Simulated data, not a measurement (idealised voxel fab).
Name of the process module below: voxel capacitor over wiring
The figure presents cross-section cut, which has a width of 145 nm and is divided into square cells with an edge length of 5 nm.
We lay out every cross-section as a grid of square cells and spell it out in bands from the top down, where one band means one or more rows of cells.
It is stipulated that each band's entry specify, in nanometres, the height of the top of the band and then that of its bottom, followed by the materials of the band in left-to-right sequence, each together with its width in nanometres. A single material marked by the word "full width" is understood to fill the band from edge to edge; the word "empty" is understood to denote empty space.
Below 0: as-received wafer, all one material; heights counted from there. Lowest band: no bottom, goes on down, written "z 0 and below".
Width spec "30->40" -> top row of cells at first value, bottom row at second value, equal per-row change in between.
You'll sometimes find "nothing different" written for a step, and that's the way of saying that nowhere in the cross-section did a cell change during that step.
In the "Closed void inventory" entry, you get each enclosed empty space of 8 cells or more, one with no open way to the top, written width x height at distance, distance from the left edge, in nm.
Anything after a step's settings on that line? It's the simulator's own note about the step.
Each step line may optionally specify "overlay nm", which for a step with a mask gives the rightward distance between the mask's planned place and where it lay, a negative value indicating the leftward direction.
## The steps planned for the process are as follows
1) RECEIVE | material Si
2) CONFORMAL_DEP | material SiO2 | thk nm 10
3) CONFORMAL_DEP | material SiN | thk nm 5
4) DIRECTIONAL_DEP | material SiO2 | thk nm 15
5) PATTERN | tone open | mask id METAL_1 | material resist | width nm 20 | pitch nm 75 | thk nm 15 | overlay nm 0
6) DIRECTIONAL_ETCH | etch materials SiO2 | depth nm 15
7) DIRECTIONAL_ETCH | etch materials SiN | depth nm 5
8) STRIP | etch materials resist
9) CONFORMAL_DEP | material TiN | thk nm 5
10) FILL_DEP | material Cu | thk nm 5
11) CMP | height nm 30
12) CONFORMAL_DEP | material SiCN | thk nm 5
13) DIRECTIONAL_DEP | material SiO2 | thk nm 20
14) PATTERN | tone open | mask id PLUG_1 | material resist | width nm 15 | thk nm 15 | overlay nm 0
15) DIRECTIONAL_ETCH | etch materials SiO2 | depth nm 20
16) DIRECTIONAL_ETCH | etch materials SiCN | depth nm 5
17) STRIP | etch materials resist
18) CONFORMAL_DEP | material TiN | thk nm 5
19) FILL_DEP | material Cu | thk nm 10
20) CMP | height nm 55
21) DIRECTIONAL_DEP | material TiN | thk nm 5
22) DIRECTIONAL_DEP | material SiN | thk nm 5
23) DIRECTIONAL_DEP | material TiN | thk nm 5
24) PATTERN | tone cover | mask id UPPER_PLATE | material resist | width nm 60 | thk nm 15 | overlay nm 0
25) DIRECTIONAL_ETCH | etch materials TiN | depth nm 5
26) DIRECTIONAL_ETCH | etch materials SiN | depth nm 5
27) STRIP | etch materials resist
28) PATTERN | tone cover | mask id LOWER_PLATE | material resist | width nm 70 | thk nm 20 | overlay nm 0
29) DIRECTIONAL_ETCH | etch materials TiN | depth nm 5
30) STRIP | etch materials resist
31) FILL_DEP | material SiO2 | thk nm 20
32) CMP | height nm 85
33) PATTERN | tone open | mask id PLUG_2 | material resist | width nm 15 | thk nm 15 | overlay nm 0
34) DIRECTIONAL_ETCH | etch materials SiO2 | depth nm 15
35) STRIP | etch materials resist
36) CONFORMAL_DEP | material TiN | thk nm 5
37) FILL_DEP | material Ru | thk nm 10
38) CMP | height nm 85
39) CONFORMAL_DEP | material SiN | thk nm 5
## Incoming wafer in cross-section (state: after step 1)
z 0 and below  Si full width
Closed void inventory: none
## first wafer at the end, as planned
z 90 to 85  SiN full width
z 85 to 75  SiO2=40 / TiN=5 / Ru=5 / TiN=5 / SiO2=90
z 75 to 65  SiO2=40->30 / TiN=15->60 / SiO2=90->55
z 65 to 60  SiO2=30 / SiN=60 / SiO2=55
z 60 to 55  SiO2=25 / TiN=70 / SiO2=50
z 55 to 35  SiO2=30 / TiN=5 / Cu=5 / TiN=5 / SiO2=100
z 35 to 30  SiCN=30 / TiN=15 / SiCN=100
z 30 to 15  SiO2=25 / TiN=5 / Cu=10 / TiN=5 / SiO2=55 / TiN=5 / Cu=10 / TiN=5 / SiO2=25
z 15 to 10  SiN=25 / TiN=20 / SiN=55 / TiN=20 / SiN=25
z 10 to 0  SiO2 full width
z 0 and below  Si full width
Closed void inventory: none
## Module end: cross-section of wafer two of two. Same start and process plan as the first wafer. One mistake during execution
z 90 to 85  SiN full width
z 85 to 75  SiO2=40 / TiN=5 / Ru=5 / TiN=5 / SiO2=90
z 75 to 65  SiO2=40->30 / TiN=15->55 / SiO2=90->60
z 65 to 60  SiO2=30 / SiN=60 / SiO2=55
z 60 to 55  SiO2=15 / TiN=75 / SiO2=55
z 55 to 35  SiO2=30 / TiN=5 / Cu=5 / TiN=5 / SiO2=100
z 35 to 30  SiCN=30 / TiN=15 / SiCN=100
z 30 to 15  SiO2=25 / TiN=5 / Cu=10 / TiN=5 / SiO2=55 / TiN=5 / Cu=10 / TiN=5 / SiO2=25
z 15 to 10  SiN=25 / TiN=20 / SiN=55 / TiN=20 / SiN=25
z 10 to 0  SiO2 full width
z 0 and below  Si full width
Closed void inventory: none
Where did the run depart from the plan? step 28 off recipe, ran as PATTERN | tone cover | mask id LOWER_PLATE | material resist | width nm 70 | thk nm 20 | overlay nm -10
Cell counts per material: same on both final wafers. Positions: different.
